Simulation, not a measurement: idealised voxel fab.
process module | voxel wiring stack
The figure presents cross-section cut, which has a width of 225 nm and is divided into square cells with an edge length of 5 nm.
Reading order for cross-sections: top band down to bottom band. Underlying form: a grid of square cells. Band size: one or more rows of cells. Basically the band line says how high the top is and how high the bottom is, in nm, and then what's in it from left to right, every material with its width in nm. Empty space shows up as "empty", and if a single material carries "all across" it runs the full band edge to edge. The reference from which all heights are counted is 0, the level beneath which the as-received wafer is entirely one material; the lowest band, having no lower bound, proceeds downward and is written after the example "0..down". A width given as "30->40" starts at the first number in the band's top row and ends at the second number in its bottom row, shifting by an equal amount at every step from row to row. Reading "remained unchanged" for a step: not a cell of the cross-section changed in it. Under "Closed void catalog" you'll find the enclosed gaps, the ones with no way out to the top, that are 8 cells or bigger; each reads width x height at distance, with distance counted from the left edge, everything in nm. Anything after a step's settings on that line? It's the simulator's own note about the step. overlay nm: step with mask; distance mask lay right of planned place; negative value = left of planned place.

## These are the steps we planned for the process
- 1: RECEIVE [material Si]
- 2: CONFORMAL_DEP [material SiO2] [thk nm 10]
- 3: DIRECTIONAL_DEP [material TiN] [thk nm 5]
- 4: DIRECTIONAL_DEP [material Ru] [thk nm 20]
- 5: DIRECTIONAL_DEP [material aC] [thk nm 10]
- 6: PATTERN [tone cover] [mask id METAL_1] [material resist] [width nm 30] [pitch nm 50] [thk nm 30] [overlay nm 0]
- 7: DIRECTIONAL_ETCH [etch materials aC] [depth nm 10]
- 8: STRIP [etch materials resist]
- 9: DIRECTIONAL_ETCH [etch materials Ru] [depth nm 20]
- 10: DIRECTIONAL_ETCH [etch materials TiN] [depth nm 5]
- 11: STRIP [etch materials aC]
- 12: CONFORMAL_DEP [material SiCN] [thk nm 5]
- 13: FILL_DEP [material lowk] [thk nm 5]
- 14: CMP [height nm 35]
- 15: CONFORMAL_DEP [material SiCN] [thk nm 5]
- 16: DIRECTIONAL_DEP [material lowk] [thk nm 15]
- 17: MASKED_ETCH [tone open] [mask id PLUG_1] [width nm 15] [pitch nm 50] [etch materials lowk] [depth nm 15] [overlay nm 0]
- 18: MASKED_ETCH [tone open] [mask id PLUG_1] [width nm 15] [pitch nm 50] [etch materials SiCN] [depth nm 5] [overlay nm 0]
- 19: CONFORMAL_DEP [material TiN] [thk nm 5]
- 20: FILL_DEP [material Cu] [thk nm 10]
- 21: CMP [height nm 55]
- 22: DIRECTIONAL_DEP [material TiN] [thk nm 5]
- 23: DIRECTIONAL_DEP [material W] [thk nm 20]
- 24: PATTERN [tone cover] [mask id METAL_2] [material resist] [width nm 30] [pitch nm 50] [thk nm 15] [overlay nm 0]
- 25: DIRECTIONAL_ETCH [etch materials W] [depth nm 20]
- 26: DIRECTIONAL_ETCH [etch materials TiN] [depth nm 5]
- 27: STRIP [etch materials resist]
- 28: FILL_DEP [material lowk] [thk nm 5]
- 29: CMP [height nm 80]
- 30: CONFORMAL_DEP [material SiCN] [thk nm 5]
- 31: DIRECTIONAL_DEP [material SiO2] [thk nm 10]
- 32: PATTERN [tone open] [mask id PLUG_2] [material resist] [width nm 15] [pitch nm 100] [thk nm 20] [overlay nm 0]
- 33: DIRECTIONAL_ETCH [etch materials SiO2] [depth nm 10]
- 34: DIRECTIONAL_ETCH [etch materials SiCN] [depth nm 5]
- 35: STRIP [etch materials resist]
- 36: EPI [material Ru] [thk nm 10]
- 37: EPI [material Ru] [thk nm 5]
- 38: DIRECTIONAL_DEP [material TiN] [thk nm 5]
- 39: DIRECTIONAL_DEP [material Ru] [thk nm 25]
- 40: PATTERN [tone cover] [mask id METAL_3] [material resist] [width nm 30] [pitch nm 50] [thk nm 20] [overlay nm 0]
- 41: DIRECTIONAL_ETCH [etch materials Ru] [depth nm 25]
- 42: DIRECTIONAL_ETCH [etch materials TiN] [depth nm 5]
- 43: STRIP [etch materials resist]
- 44: FILL_DEP [material lowk] [thk nm 10]
- 45: CMP [height nm 125]
- 46: CONFORMAL_DEP [material SiN] [thk nm 5]

## First of two wafers, with the run carried out as planned

## The cross-section here shows the wafer as received, i.e. in its state after step 1
* 0..down  Si all across
* Closed void catalog: none

## After step 2: wafer cross-section
* 10..0  SiO2 all across
* Below 0, the layers are the same as they were.

## After step 3: wafer cross-section
* 15..10  TiN all across
* Below 10, the layers are the same as they were.

## After step 4: wafer cross-section
* 35..15  Ru all across
* Below 15, the layers are the same as they were.

## After step 5: wafer cross-section
* 45..35  aC all across
* Below 35, the layers are the same as they were.

## After step 6: wafer cross-section
* 75..45  empty: 20 / resist: 30 / empty: 20 / resist: 30 / empty: 20 / resist: 30 / empty: 20 / resist: 30 / empty: 25
* Below 45, the layers are the same as they were.

## After step 7: wafer cross-section
* 65..45  empty: 20 / resist: 30 / empty: 20 / resist: 30 / empty: 20 / resist: 30 / empty: 20 / resist: 30 / empty: 25
* 45..35  empty: 20 / aC: 30 / empty: 20 / aC: 30 / empty: 20 / aC: 30 / empty: 20 / aC: 30 / empty: 25
* Below 35, the layers are the same as they were.

## After step 8: wafer cross-section
* 45..35  empty: 20 / aC: 30 / empty: 20 / aC: 30 / empty: 20 / aC: 30 / empty: 20 / aC: 30 / empty: 25
* Below 35, the layers are the same as they were.

## After step 9: wafer cross-section
* 45..35  empty: 20 / aC: 30 / empty: 20 / aC: 30 / empty: 20 / aC: 30 / empty: 20 / aC: 30 / empty: 25
* 35..15  empty: 20 / Ru: 30 / empty: 20 / Ru: 30 / empty: 20 / Ru: 30 / empty: 20 / Ru: 30 / empty: 25
* Below 15, the layers are the same as they were.

## After step 10: wafer cross-section
* 45..35  empty: 20 / aC: 30 / empty: 20 / aC: 30 / empty: 20 / aC: 30 / empty: 20 / aC: 30 / empty: 25
* 35..15  empty: 20 / Ru: 30 / empty: 20 / Ru: 30 / empty: 20 / Ru: 30 / empty: 20 / Ru: 30 / empty: 25
* 15..10  empty: 20 / TiN: 30 / empty: 20 / TiN: 30 / empty: 20 / TiN: 30 / empty: 20 / TiN: 30 / empty: 25
* Below 10, the layers are the same as they were.

## After step 11: wafer cross-section
* 35..15  empty: 20 / Ru: 30 / empty: 20 / Ru: 30 / empty: 20 / Ru: 30 / empty: 20 / Ru: 30 / empty: 25
* Below 15, the layers are the same as they were.

## After step 12: wafer cross-section
* 40..35  empty: 15 / SiCN: 40 / empty: 10 / SiCN: 40 / empty: 10 / SiCN: 40 / empty: 10 / SiCN: 40 / empty: 20
* 35..15  empty: 15 / SiCN: 5 / Ru: 30 / SiCN: 5 / empty: 10 / SiCN: 5 / Ru: 30 / SiCN: 5 / empty: 10 / SiCN: 5 / Ru: 30 / SiCN: 5 / empty: 10 / SiCN: 5 / Ru: 30 / SiCN: 5 / empty: 20
* 15..10  SiCN: 20 / TiN: 30 / SiCN: 20 / TiN: 30 / SiCN: 20 / TiN: 30 / SiCN: 20 / TiN: 30 / SiCN: 25
* Below 10, the layers are the same as they were.

## After step 13: wafer cross-section
* 45..40  lowk all across
* 40..35  lowk: 15 / SiCN: 40 / lowk: 10 / SiCN: 40 / lowk: 10 / SiCN: 40 / lowk: 10 / SiCN: 40 / lowk: 20
* 35..15  lowk: 15 / SiCN: 5 / Ru: 30 / SiCN: 5 / lowk: 10 / SiCN: 5 / Ru: 30 / SiCN: 5 / lowk: 10 / SiCN: 5 / Ru: 30 / SiCN: 5 / lowk: 10 / SiCN: 5 / Ru: 30 / SiCN: 5 / lowk: 20
* Below 15, the layers are the same as they were.

## After step 14: wafer cross-section
* 35..15  lowk: 15 / SiCN: 5 / Ru: 30 / SiCN: 5 / lowk: 10 / SiCN: 5 / Ru: 30 / SiCN: 5 / lowk: 10 / SiCN: 5 / Ru: 30 / SiCN: 5 / lowk: 10 / SiCN: 5 / Ru: 30 / SiCN: 5 / lowk: 20
* Below 15, the layers are the same as they were.

## After step 15: wafer cross-section
* 40..35  SiCN all across
* Below 35, the layers are the same as they were.

## After step 16: wafer cross-section
* 55..40  lowk all across
* Below 40, the layers are the same as they were.

## After step 17: wafer cross-section
* 55..40  lowk: 20 / empty: 15 / lowk: 35 / empty: 15 / lowk: 35 / empty: 15 / lowk: 35 / empty: 15 / lowk: 40
* Below 40, the layers are the same as they were.

## After step 18: wafer cross-section
* 55..40  lowk: 20 / empty: 15 / lowk: 35 / empty: 15 / lowk: 35 / empty: 15 / lowk: 35 / empty: 15 / lowk: 40
* 40..35  SiCN: 20 / empty: 15 / SiCN: 35 / empty: 15 / SiCN: 35 / empty: 15 / SiCN: 35 / empty: 15 / SiCN: 40
* Below 35, the layers are the same as they were.

## After step 19: wafer cross-section
* 60..55  TiN: 25 / empty: 5 / TiN: 45 / empty: 5 / TiN: 45 / empty: 5 / TiN: 45 / empty: 5 / TiN: 45
* 55..40  lowk: 20 / TiN: 5 / empty: 5 / TiN: 5 / lowk: 35 / TiN: 5 / empty: 5 / TiN: 5 / lowk: 35 / TiN: 5 / empty: 5 / TiN: 5 / lowk: 35 / TiN: 5 / empty: 5 / TiN: 5 / lowk: 40
* 40..35  SiCN: 20 / TiN: 15 / SiCN: 35 / TiN: 15 / SiCN: 35 / TiN: 15 / SiCN: 35 / TiN: 15 / SiCN: 40
* Below 35, the layers are the same as they were.

## After step 20: wafer cross-section
* 70..60  Cu all across
* 60..55  TiN: 25 / Cu: 5 / TiN: 45 / Cu: 5 / TiN: 45 / Cu: 5 / TiN: 45 / Cu: 5 / TiN: 45
* 55..40  lowk: 20 / TiN: 5 / Cu: 5 / TiN: 5 / lowk: 35 / TiN: 5 / Cu: 5 / TiN: 5 / lowk: 35 / TiN: 5 / Cu: 5 / TiN: 5 / lowk: 35 / TiN: 5 / Cu: 5 / TiN: 5 / lowk: 40
* Below 40, the layers are the same as they were.

## After step 21: wafer cross-section
* 55..40  lowk: 20 / TiN: 5 / Cu: 5 / TiN: 5 / lowk: 35 / TiN: 5 / Cu: 5 / TiN: 5 / lowk: 35 / TiN: 5 / Cu: 5 / TiN: 5 / lowk: 35 / TiN: 5 / Cu: 5 / TiN: 5 / lowk: 40
* Below 40, the layers are the same as they were.

## After step 22: wafer cross-section
* 60..55  TiN all across
* Below 55, the layers are the same as they were.

## After step 23: wafer cross-section
* 80..60  W all across
* Below 60, the layers are the same as they were.

## After step 24: wafer cross-section
* 95..80  empty: 20 / resist: 30 / empty: 20 / resist: 30 / empty: 20 / resist: 30 / empty: 20 / resist: 30 / empty: 25
* Below 80, the layers are the same as they were.

## After step 25: wafer cross-section
* 95..80  empty: 20 / resist: 30 / empty: 20 / resist: 30 / empty: 20 / resist: 30 / empty: 20 / resist: 30 / empty: 25
* 80..60  empty: 20 / W: 30 / empty: 20 / W: 30 / empty: 20 / W: 30 / empty: 20 / W: 30 / empty: 25
* Below 60, the layers are the same as they were.

## After step 26: wafer cross-section
* 95..80  empty: 20 / resist: 30 / empty: 20 / resist: 30 / empty: 20 / resist: 30 / empty: 20 / resist: 30 / empty: 25
* 80..60  empty: 20 / W: 30 / empty: 20 / W: 30 / empty: 20 / W: 30 / empty: 20 / W: 30 / empty: 25
* 60..55  empty: 20 / TiN: 30 / empty: 20 / TiN: 30 / empty: 20 / TiN: 30 / empty: 20 / TiN: 30 / empty: 25
* Below 55, the layers are the same as they were.

## After step 27: wafer cross-section
* 80..60  empty: 20 / W: 30 / empty: 20 / W: 30 / empty: 20 / W: 30 / empty: 20 / W: 30 / empty: 25
* Below 60, the layers are the same as they were.

## After step 28: wafer cross-section
* 85..80  lowk all across
* 80..60  lowk: 20 / W: 30 / lowk: 20 / W: 30 / lowk: 20 / W: 30 / lowk: 20 / W: 30 / lowk: 25
* 60..55  lowk: 20 / TiN: 30 / lowk: 20 / TiN: 30 / lowk: 20 / TiN: 30 / lowk: 20 / TiN: 30 / lowk: 25
* Below 55, the layers are the same as they were.

## After step 29: wafer cross-section
* 80..60  lowk: 20 / W: 30 / lowk: 20 / W: 30 / lowk: 20 / W: 30 / lowk: 20 / W: 30 / lowk: 25
* Below 60, the layers are the same as they were.

## After step 30: wafer cross-section
* 85..80  SiCN all across
* Below 80, the layers are the same as they were.

## After step 31: wafer cross-section
* 95..85  SiO2 all across
* Below 85, the layers are the same as they were.

## After step 32: wafer cross-section
* 115..95  resist: 20 / empty: 15 / resist: 85 / empty: 15 / resist: 90
* Below 95, the layers are the same as they were.

## After step 33: wafer cross-section
* 115..95  resist: 20 / empty: 15 / resist: 85 / empty: 15 / resist: 90
* 95..85  SiO2: 20 / empty: 15 / SiO2: 85 / empty: 15 / SiO2: 90
* Below 85, the layers are the same as they were.

## After step 34: wafer cross-section
* 115..95  resist: 20 / empty: 15 / resist: 85 / empty: 15 / resist: 90
* 95..85  SiO2: 20 / empty: 15 / SiO2: 85 / empty: 15 / SiO2: 90
* 85..80  SiCN: 20 / empty: 15 / SiCN: 85 / empty: 15 / SiCN: 90
* Below 80, the layers are the same as they were.

## After step 35: wafer cross-section
* 95..85  SiO2: 20 / empty: 15 / SiO2: 85 / empty: 15 / SiO2: 90
* Below 85, the layers are the same as they were.

## After step 36: wafer cross-section
* 95..90  SiO2: 20 / empty: 15 / SiO2: 85 / empty: 15 / SiO2: 90
* 90..85  SiO2: 20 / Ru: 15 / SiO2: 85 / Ru: 15 / SiO2: 90
* 85..80  SiCN: 20 / Ru: 15 / SiCN: 85 / Ru: 15 / SiCN: 90
* Below 80, the layers are the same as they were.

## After step 37: wafer cross-section
* 95..85  SiO2: 20 / Ru: 15 / SiO2: 85 / Ru: 15 / SiO2: 90
* Below 85, the layers are the same as they were.

## After step 38: wafer cross-section
* 100..95  TiN all across
* Below 95, the layers are the same as they were.

## After step 39: wafer cross-section
* 125..100  Ru all across
* Below 100, the layers are the same as they were.

## After step 40: wafer cross-section
* 145..125  empty: 20 / resist: 30 / empty: 20 / resist: 30 / empty: 20 / resist: 30 / empty: 20 / resist: 30 / empty: 25
* Below 125, the layers are the same as they were.

## After step 41: wafer cross-section
* 145..125  empty: 20 / resist: 30 / empty: 20 / resist: 30 / empty: 20 / resist: 30 / empty: 20 / resist: 30 / empty: 25
* 125..100  empty: 20 / Ru: 30 / empty: 20 / Ru: 30 / empty: 20 / Ru: 30 / empty: 20 / Ru: 30 / empty: 25
* Below 100, the layers are the same as they were.

## After step 42: wafer cross-section
* 145..125  empty: 20 / resist: 30 / empty: 20 / resist: 30 / empty: 20 / resist: 30 / empty: 20 / resist: 30 / empty: 25
* 125..100  empty: 20 / Ru: 30 / empty: 20 / Ru: 30 / empty: 20 / Ru: 30 / empty: 20 / Ru: 30 / empty: 25
* 100..95  empty: 20 / TiN: 30 / empty: 20 / TiN: 30 / empty: 20 / TiN: 30 / empty: 20 / TiN: 30 / empty: 25
* Below 95, the layers are the same as they were.

## After step 43: wafer cross-section
* 125..100  empty: 20 / Ru: 30 / empty: 20 / Ru: 30 / empty: 20 / Ru: 30 / empty: 20 / Ru: 30 / empty: 25
* Below 100, the layers are the same as they were.

## After step 44: wafer cross-section
* 135..125  lowk all across
* 125..100  lowk: 20 / Ru: 30 / lowk: 20 / Ru: 30 / lowk: 20 / Ru: 30 / lowk: 20 / Ru: 30 / lowk: 25
* 100..95  lowk: 20 / TiN: 30 / lowk: 20 / TiN: 30 / lowk: 20 / TiN: 30 / lowk: 20 / TiN: 30 / lowk: 25
* Below 95, the layers are the same as they were.

## After step 45: wafer cross-section
* 125..100  lowk: 20 / Ru: 30 / lowk: 20 / Ru: 30 / lowk: 20 / Ru: 30 / lowk: 20 / Ru: 30 / lowk: 25
* Below 100, the layers are the same as they were.

## After step 46: wafer cross-section
* 130..125  SiN all across
* Below 125, the layers are the same as they were.

## Wafer two. Same start, same plan, one slip in execution. Same as wafer one through step 39, inclusive

## Cross-section of the second wafer at the time step 40 of the plan should have ended
* 145..125  empty: 15 / resist: 30 / empty: 20 / resist: 30 / empty: 20 / resist: 30 / empty: 20 / resist: 30 / empty: 30
* Below 125, the layers are the same as they were.

## Cross-section of the second wafer at the time step 41 of the plan should have ended
* 145..125  empty: 15 / resist: 30 / empty: 20 / resist: 30 / empty: 20 / resist: 30 / empty: 20 / resist: 30 / empty: 30
* 125..100  empty: 15 / Ru: 30 / empty: 20 / Ru: 30 / empty: 20 / Ru: 30 / empty: 20 / Ru: 30 / empty: 30
* Below 100, the layers are the same as they were.

## Cross-section of the second wafer at the time step 42 of the plan should have ended
* 145..125  empty: 15 / resist: 30 / empty: 20 / resist: 30 / empty: 20 / resist: 30 / empty: 20 / resist: 30 / empty: 30
* 125..100  empty: 15 / Ru: 30 / empty: 20 / Ru: 30 / empty: 20 / Ru: 30 / empty: 20 / Ru: 30 / empty: 30
* 100..95  empty: 15 / TiN: 30 / empty: 20 / TiN: 30 / empty: 20 / TiN: 30 / empty: 20 / TiN: 30 / empty: 30
* Below 95, the layers are the same as they were.

## Cross-section of the second wafer at the time step 43 of the plan should have ended
* 125..100  empty: 15 / Ru: 30 / empty: 20 / Ru: 30 / empty: 20 / Ru: 30 / empty: 20 / Ru: 30 / empty: 30
* Below 100, the layers are the same as they were.

## Cross-section of the second wafer at the time step 44 of the plan should have ended
* 135..125  lowk all across
* 125..100  lowk: 15 / Ru: 30 / lowk: 20 / Ru: 30 / lowk: 20 / Ru: 30 / lowk: 20 / Ru: 30 / lowk: 30
* 100..95  lowk: 15 / TiN: 30 / lowk: 20 / TiN: 30 / lowk: 20 / TiN: 30 / lowk: 20 / TiN: 30 / lowk: 30
* Below 95, the layers are the same as they were.

## Cross-section of the second wafer at the time step 45 of the plan should have ended
* 125..100  lowk: 15 / Ru: 30 / lowk: 20 / Ru: 30 / lowk: 20 / Ru: 30 / lowk: 20 / Ru: 30 / lowk: 30
* Below 100, the layers are the same as they were.

## Cross-section of the second wafer at the time step 46 of the plan should have ended
* 130..125  SiN all across
* Below 125, the layers are the same as they were.
So what did we get wrong on this run? rather than as planned, step 40 actually ran as PATTERN [tone cover] [mask id METAL_3] [material resist] [width nm 30] [pitch nm 50] [thk nm 20] [overlay nm -5]
Same inventory, different map: at the end, the second wafer holds as many cells of each material as the first, placed elsewhere.
